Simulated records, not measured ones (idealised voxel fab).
voxel ribs on slabs: a process module
In the cross-section labelled cut, the width is 155 nm and each square cell is 5 nm.
Square cells in a grid make up a cross-section in this document, and the grid is given as bands, listed from the top down, each one or more rows of cells.
This entry defines a band. It first specifies the height of the band's top and the height of its bottom in nm, and then specifies the band's materials from left to right, stating each material with its width in nm. The word "full width" identifies a single material that fills the band from edge to edge, while the word "empty" identifies empty space.
Beneath 0, the wafer as received is one material, and that level is where height counting begins. The lowest band goes on downward without a bottom; it is written like "top 0, no bottom".
Top row gets the first number, bottom row gets the second, and each row in between changes by the same step: that is how a band width like "30..40" works.
Any step labelled "no modifications" changed none of the cells in the cross-section.
"Enclosed void catalog" means: voids of 8 cells or more that are shut off from the top with no open way through. Written width x height at distance, distance from the left edge, in nm.
Past the settings on a step's line: simulator remark, on that step.
overlay nm: right-of-plan distance of the mask on a masked step; negative values mean left-of-plan.
[Listed below are the process steps as planned]
step 1: RECEIVE | material Si
step 2: DIRECTIONAL_DEP | material SiO2 | thk nm 25
step 3: DIRECTIONAL_DEP | material SiN | thk nm 25
step 4: DIRECTIONAL_DEP | material aC | thk nm 10
step 5: PATTERN | tone cover | mask id RIB | material resist | width nm 25 | thk nm 25 | overlay nm 0
step 6: DIRECTIONAL_ETCH | etch materials aC | depth nm 10
step 7: STRIP | etch materials resist
step 8: DIRECTIONAL_ETCH | etch materials SiN | depth nm 5
step 9: STRIP | etch materials aC
step 10: PATTERN | tone cover | mask id SLAB | material resist | width nm 65 | thk nm 15 | overlay nm 0
step 11: DIRECTIONAL_ETCH | etch materials SiN | depth nm 20
step 12: STRIP | etch materials resist
step 13: FILL_DEP | material SiO2 | thk nm 20
step 14: CMP | height nm 65
step 15: DIRECTIONAL_DEP | material TiN | thk nm 10
step 16: DIRECTIONAL_DEP | material aC | thk nm 10
step 17: PATTERN | tone cover | mask id HEATER | material resist | width nm 35 | thk nm 25 | overlay nm 0
step 18: DIRECTIONAL_ETCH | etch materials aC | depth nm 10
step 19: STRIP | etch materials resist
step 20: DIRECTIONAL_ETCH | etch materials TiN | depth nm 10
step 21: STRIP | etch materials aC
step 22: CONFORMAL_DEP | material SiO2 | thk nm 5
[Run as planned: first of two wafers]
[Cross-section: wafer on arrival = after step 1]
  top 0, no bottom  Si full width
  Enclosed void catalog: none
[Once step 2 is through, the wafer looks like this in cross-section]
  top 25, bottom 0  SiO2 full width
  No changes below 0.
[Once step 3 is through, the wafer looks like this in cross-section]
  top 50, bottom 25  SiN full width
  No changes below 25.
[Once step 4 is through, the wafer looks like this in cross-section]
  top 60, bottom 50  aC full width
  No changes below 50.
[Once step 5 is through, the wafer looks like this in cross-section]
  top 85, bottom 60  empty: 65, then resist: 25, then empty: 65
  No changes below 60.
[Once step 6 is through, the wafer looks like this in cross-section]
  top 75, bottom 60  empty: 65, then resist: 25, then empty: 65
  top 60, bottom 50  empty: 65, then aC: 25, then empty: 65
  No changes below 50.
[Once step 7 is through, the wafer looks like this in cross-section]
  top 60, bottom 50  empty: 65, then aC: 25, then empty: 65
  No changes below 50.
[Once step 8 is through, the wafer looks like this in cross-section]
  top 60, bottom 50  empty: 65, then aC: 25, then empty: 65
  top 50, bottom 45  empty: 65, then SiN: 25, then empty: 65
  No changes below 45.
[Once step 9 is through, the wafer looks like this in cross-section]
  top 50, bottom 45  empty: 65, then SiN: 25, then empty: 65
  No changes below 45.
[Once step 10 is through, the wafer looks like this in cross-section]
  top 65, bottom 50  empty: 45, then resist: 65, then empty: 45
  top 50, bottom 45  empty: 45, then resist: 20, then SiN: 25, then resist: 20, then empty: 45
  No changes below 45.
[Once step 11 is through, the wafer looks like this in cross-section]
  top 65, bottom 50  empty: 45, then resist: 65, then empty: 45
  top 50, bottom 45  empty: 45, then resist: 20, then SiN: 25, then resist: 20, then empty: 45
  top 45, bottom 25  empty: 45, then SiN: 65, then empty: 45
  No changes below 25.
[Once step 12 is through, the wafer looks like this in cross-section]
  top 50, bottom 45  empty: 65, then SiN: 25, then empty: 65
  No changes below 45.
[Once step 13 is through, the wafer looks like this in cross-section]
  top 70, bottom 50  SiO2 full width
  top 50, bottom 45  SiO2: 65, then SiN: 25, then SiO2: 65
  top 45, bottom 25  SiO2: 45, then SiN: 65, then SiO2: 45
  No changes below 25.
[Once step 14 is through, the wafer looks like this in cross-section]
  top 65, bottom 50  SiO2 full width
  No changes below 50.
[Once step 15 is through, the wafer looks like this in cross-section]
  top 75, bottom 65  TiN full width
  No changes below 65.
[Once step 16 is through, the wafer looks like this in cross-section]
  top 85, bottom 75  aC full width
  No changes below 75.
[Once step 17 is through, the wafer looks like this in cross-section]
  top 110, bottom 85  empty: 60, then resist: 35, then empty: 60
  No changes below 85.
[Once step 18 is through, the wafer looks like this in cross-section]
  top 100, bottom 85  empty: 60, then resist: 35, then empty: 60
  top 85, bottom 75  empty: 60, then aC: 35, then empty: 60
  No changes below 75.
[Once step 19 is through, the wafer looks like this in cross-section]
  top 85, bottom 75  empty: 60, then aC: 35, then empty: 60
  No changes below 75.
[Once step 20 is through, the wafer looks like this in cross-section]
  top 85, bottom 75  empty: 60, then aC: 35, then empty: 60
  top 75, bottom 65  empty: 60, then TiN: 35, then empty: 60
  No changes below 65.
[Once step 21 is through, the wafer looks like this in cross-section]
  top 75, bottom 65  empty: 60, then TiN: 35, then empty: 60
  No changes below 65.
[Once step 22 is through, the wafer looks like this in cross-section]
  top 80, bottom 75  empty: 55, then SiO2: 45, then empty: 55
  top 75, bottom 70  empty: 55, then SiO2: 5, then TiN: 35, then SiO2: 5, then empty: 55
  top 70, bottom 65  SiO2: 60, then TiN: 35, then SiO2: 60
  No changes below 65.
[Second wafer - shared start and plan with the first - one error in running - same as the first up to step 4 inclusive]
[The second wafer cut through, at the time step 5 was supposed to be finished]
  top 85, bottom 60  resist: 65, then empty: 25, then resist: 65
  No changes below 60.
[The second wafer cut through, at the time step 6 was supposed to be finished]
  top 75, bottom 60  resist: 65, then empty: 25, then resist: 65
  top 60, bottom 50  aC: 65, then empty: 25, then aC: 65
  No changes below 50.
[The second wafer cut through, at the time step 7 was supposed to be finished]
  top 60, bottom 50  aC: 65, then empty: 25, then aC: 65
  No changes below 50.
[The second wafer cut through, at the time step 8 was supposed to be finished]
  top 60, bottom 50  aC: 65, then empty: 25, then aC: 65
  top 50, bottom 45  SiN: 65, then empty: 25, then SiN: 65
  No changes below 45.
[The second wafer cut through, at the time step 9 was supposed to be finished]
  top 50, bottom 45  SiN: 65, then empty: 25, then SiN: 65
  No changes below 45.
[The second wafer cut through, at the time step 10 was supposed to be finished]
  top 65, bottom 50  empty: 45, then resist: 65, then empty: 45
  top 50, bottom 45  SiN: 65, then resist: 25, then SiN: 65
  No changes below 45.
[The second wafer cut through, at the time step 11 was supposed to be finished]
  top 65, bottom 50  empty: 45, then resist: 65, then empty: 45
  top 50, bottom 45  empty: 45, then SiN: 20, then resist: 25, then SiN: 20, then empty: 45
  top 45, bottom 30  empty: 45, then SiN: 65, then empty: 45
  No changes below 30.
[The second wafer cut through, at the time step 12 was supposed to be finished]
  top 50, bottom 45  empty: 45, then SiN: 20, then empty: 25, then SiN: 20, then empty: 45
  No changes below 45.
[The second wafer cut through, at the time step 13 was supposed to be finished]
  top 70, bottom 50  SiO2 full width
  top 50, bottom 45  SiO2: 45, then SiN: 20, then SiO2: 25, then SiN: 20, then SiO2: 45
  top 45, bottom 30  SiO2: 45, then SiN: 65, then SiO2: 45
  No changes below 30.
[The second wafer cut through, at the time step 14 was supposed to be finished]
  top 65, bottom 50  SiO2 full width
  No changes below 50.
[The second wafer cut through, at the time step 15 was supposed to be finished]
  top 75, bottom 65  TiN full width
  No changes below 65.
[The second wafer cut through, at the time step 16 was supposed to be finished]
  top 85, bottom 75  aC full width
  No changes below 75.
[The second wafer cut through, at the time step 17 was supposed to be finished]
  top 110, bottom 85  empty: 60, then resist: 35, then empty: 60
  No changes below 85.
[The second wafer cut through, at the time step 18 was supposed to be finished]
  top 100, bottom 85  empty: 60, then resist: 35, then empty: 60
  top 85, bottom 75  empty: 60, then aC: 35, then empty: 60
  No changes below 75.
[The second wafer cut through, at the time step 19 was supposed to be finished]
  top 85, bottom 75  empty: 60, then aC: 35, then empty: 60
  No changes below 75.
[The second wafer cut through, at the time step 20 was supposed to be finished]
  top 85, bottom 75  empty: 60, then aC: 35, then empty: 60
  top 75, bottom 65  empty: 60, then TiN: 35, then empty: 60
  No changes below 65.
[The second wafer cut through, at the time step 21 was supposed to be finished]
  top 75, bottom 65  empty: 60, then TiN: 35, then empty: 60
  No changes below 65.
[The second wafer cut through, at the time step 22 was supposed to be finished]
  top 80, bottom 75  empty: 55, then SiO2: 45, then empty: 55
  top 75, bottom 70  empty: 55, then SiO2: 5, then TiN: 35, then SiO2: 5, then empty: 55
  top 70, bottom 65  SiO2: 60, then TiN: 35, then SiO2: 60
  No changes below 65.
Against the plan, the run slipped here: so step 5 ended up running with a different setting than we planned, it ran as PATTERN | tone open | mask id RIB | material resist | width nm 25 | thk nm 25 | overlay nm 0
Once processing is complete, comparing cell counts shows that the second wafer has more or fewer of certain materials than the first: SiN +21, SiO2 -21
